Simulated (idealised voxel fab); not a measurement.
The document below concerns the process module designated voxel plated lines.
For reference, the cross-section in this document is cut, with width 180 nm and square cells of 5 nm.
Each cross-section below is a grid of square cells, stated as bands in top-down order, with one or more rows of cells making up each band.
Quick guide to a band line: top height, bottom height (nm) up front; then every material left to right with its width in nm. Only one material and it's marked "edge to edge"? Then it fills the band edge to edge. And "air" just means empty space.
It should be noted that heights are counted from 0, beneath which the wafer as supplied is of one material throughout, and that the lowest band possesses no lower boundary but continues downward, as written in "from 0 down".
Note: "30..40" means the width goes from the first number (top row of the band) to the second number (bottom row) in equal steps per row of cells.
The cross-section has no changed cell in any step marked "all unchanged".
Any empty space of 8 cells or more lacking an open way to the top shows up in "Unvented internal voids" as width x height at distance, distance from the left edge, in nm.
Formally, on a step line, whatever follows the settings is a remark that the simulator itself makes on the step.
A step line may carry the setting "overlay nm", which, for steps involving a mask, states the distance by which the mask lay to the right of its intended position; negative values denote displacement to the left.
Process steps (planned):
1) RECEIVE [material Si]
2) CONFORMAL_DEP [material SiO2] [thk nm 15]
3) DIRECTIONAL_DEP [material TiN] [thk nm 5]
4) PATTERN [tone open] [mask id LINES] [material resist] [width nm 15] [pitch nm 30] [thk nm 20] [overlay nm 0]
5) EPI [material Ru] [thk nm 5]
6) STRIP [etch materials resist]
7) DIRECTIONAL_ETCH [etch materials TiN] [depth nm 5]
8) CONFORMAL_DEP [material SiO2] [thk nm 5]
Wafer, first of two, run as planned:
The cross-section here shows the wafer as received, i.e. in its state after step 1:
* from 0 down: Si edge to edge
* Unvented internal voids: none
Cross-section of the wafer subsequent to step 2:
* from 15 to 0: SiO2 edge to edge
* Everything below 0 is unchanged.
Cross-section of the wafer subsequent to step 3:
* from 20 to 15: TiN edge to edge
* Everything below 15 is unchanged.
Cross-section of the wafer subsequent to step 4:
* from 40 to 20: 65 nm resist, 15 nm air, 15 nm resist, 15 nm air, 70 nm resist
* Everything below 20 is unchanged.
Cross-section of the wafer subsequent to step 5:
* from 40 to 25: 65 nm resist, 15 nm air, 15 nm resist, 15 nm air, 70 nm resist
* from 25 to 20: 65 nm resist, 15 nm Ru, 15 nm resist, 15 nm Ru, 70 nm resist
* Everything below 20 is unchanged.
Cross-section of the wafer subsequent to step 6:
* from 25 to 20: 65 nm air, 15 nm Ru, 15 nm air, 15 nm Ru, 70 nm air
* Everything below 20 is unchanged.
Cross-section of the wafer subsequent to step 7:
* from 25 to 20: 65 nm air, 15 nm Ru, 15 nm air, 15 nm Ru, 70 nm air
* from 20 to 15: 65 nm air, 15 nm TiN, 15 nm air, 15 nm TiN, 70 nm air
* Everything below 15 is unchanged.
Cross-section of the wafer subsequent to step 8:
* from 30 to 25: 60 nm air, 25 nm SiO2, 5 nm air, 25 nm SiO2, 65 nm air
* from 25 to 20: 60 nm air, 5 nm SiO2, 15 nm Ru, 5 nm SiO2, 5 nm air, 5 nm SiO2, 15 nm Ru, 5 nm SiO2, 65 nm air
* from 20 to 15: 65 nm SiO2, 15 nm TiN, 15 nm SiO2, 15 nm TiN, 70 nm SiO2
* Everything below 15 is unchanged.
Wafer two of two - same starting point, same process plan, one mistake in execution; matches wafer one up to and including step 1:
Cross-section of the second wafer at the time by which step 2 should have been completed according to the plan:
* from 5 to 0: TiN edge to edge
* Everything below 0 is unchanged.
Cross-section of the second wafer at the time by which step 3 should have been completed according to the plan:
* from 20 to 5: SiO2 edge to edge
* Everything below 5 is unchanged.
Cross-section of the second wafer at the time by which step 4 should have been completed according to the plan:
* from 40 to 20: 65 nm resist, 15 nm air, 15 nm resist, 15 nm air, 70 nm resist
* Everything below 20 is unchanged.
Cross-section of the second wafer at the time by which step 5 should have been completed according to the plan: all unchanged
Cross-section of the second wafer at the time by which step 6 should have been completed according to the plan:
* from 20 to 5: SiO2 edge to edge
* Everything below 5 is unchanged.
Cross-section of the second wafer at the time by which step 7 should have been completed according to the plan: all unchanged
Cross-section of the second wafer at the time by which step 8 should have been completed according to the plan:
* from 25 to 5: SiO2 edge to edge
* Everything below 5 is unchanged.
What went wrong in running the wafer? order of steps 2 and 3 inverted relative to the plan
Upon completion, the second wafer contains, in terms of cells, a greater or smaller amount of certain materials than the first wafer: -6 Ru | -8 SiO2 | +30 TiN
